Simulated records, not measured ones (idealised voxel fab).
A process module follows: voxel self aligned vias.
Shown is cross-section cut, with a width of 190 nm and square cells of size 5 nm.
In this document a cross-section is written as a grid of square cells. It is given as a series of bands, listed from the top down, and a band is one or more rows of cells.
The band entry comprises the height of the band's top followed by the height of its bottom, expressed in nm, and subsequently the band's materials from left to right, each stated together with its width in nm. Where a single material is marked with the word "throughout", that material fills the band from edge to edge. The word "air" represents empty space.
Below 0: as-received wafer, all one material; heights counted from there. Lowest band: no bottom, goes on down, written "0 and below".
With a width like "30->40", each row of cells in the band differs from the next by the same amount, the top row carrying the first number and the bottom row the second.
"remained the same" means the step left every cell of the cross-section as it was.
What "Unvented internal voids" gives you is every empty space of 8 cells or more that is cut off from the top. Each appears as width x height at distance, with the distance taken from the left edge and width, height and distance all in nm.
Formally, on a step line, whatever follows the settings is a remark that the simulator itself makes on the step.
What "overlay nm" on a step's line means: if the step has a mask, that mask lay this far to the right of its planned place, or, when the value is negative, to the left.

# These are the steps we planned for the process
1) RECEIVE with material Si
2) CONFORMAL_DEP with material SiO2, thk nm 10
3) CONFORMAL_DEP with material SiCN, thk nm 5
4) DIRECTIONAL_DEP with material lowk, thk nm 30
5) DIRECTIONAL_DEP with material aC, thk nm 10
6) PATTERN with tone open, mask id LINES, material resist, width nm 30, pitch nm 80, thk nm 25, overlay nm 0
7) DIRECTIONAL_ETCH with etch materials aC, depth nm 10
8) STRIP with etch materials resist
9) DIRECTIONAL_ETCH with etch materials lowk, depth nm 30
10) STRIP with etch materials aC
11) CONFORMAL_DEP with material TiN, thk nm 5
12) FILL_DEP with material Ru, thk nm 5
13) CMP with height nm 45
14) SELECTIVE_ETCH with etch materials W Ru TiN, depth nm 10
15) FILL_DEP with material SiN, thk nm 5
16) CMP with height nm 45
17) DIRECTIONAL_DEP with material lowk, thk nm 20
18) DIRECTIONAL_DEP with material aC, thk nm 10
19) PATTERN with tone open, mask id VIAS, material resist, width nm 50, pitch nm 80, thk nm 25, overlay nm 0
20) DIRECTIONAL_ETCH with etch materials aC, depth nm 10
21) STRIP with etch materials resist
22) DIRECTIONAL_ETCH with etch materials lowk, depth nm 20
23) DIRECTIONAL_ETCH with etch materials SiN, depth nm 10
24) STRIP with etch materials aC
25) CONFORMAL_DEP with material TiN, thk nm 5
26) FILL_DEP with material W, thk nm 5
27) CMP with height nm 65
28) CONFORMAL_DEP with material SiCN, thk nm 5

# Cross-section of the wafer at receipt, which is the condition after step 1
* 0 and below: Si throughout
* Unvented internal voids: none

# Starting structure and process plan are as shown above, but one mistake was made in running the module; the wafer cross-section at the end of the module follows
* 70 down to 65: SiCN throughout
* 65 down to 50: 35 nm lowk; 5 nm TiN; 35 nm W; 5 nm TiN; 35 nm lowk; 5 nm TiN; 35 nm W; 5 nm TiN; 30 nm lowk
* 50 down to 40: 35->40 nm lowk; 10->5 nm TiN; 20 nm W; 15->5 nm TiN; 35->50 nm lowk; 10->5 nm TiN; 20 nm W; 15->5 nm TiN; 30->40 nm lowk
* 40 down to 35: 40 nm lowk; 30 nm TiN; 50 nm lowk; 30 nm TiN; 40 nm lowk
* 35 down to 20: 40 nm lowk; 5 nm TiN; 20 nm Ru; 5 nm TiN; 50 nm lowk; 5 nm TiN; 20 nm Ru; 5 nm TiN; 40 nm lowk
* 20 down to 15: 40 nm lowk; 30 nm TiN; 50 nm lowk; 30 nm TiN; 40 nm lowk
* 15 down to 10: SiCN throughout
* 10 down to 0: SiO2 throughout
* 0 and below: Si throughout
* Unvented internal voids: none
Which mistake was made when the wafer was run? planned and actual differ for step 19; actual: PATTERN with tone open, mask id VIAS, material resist, width nm 45, pitch nm 80, thk nm 25, overlay nm 0
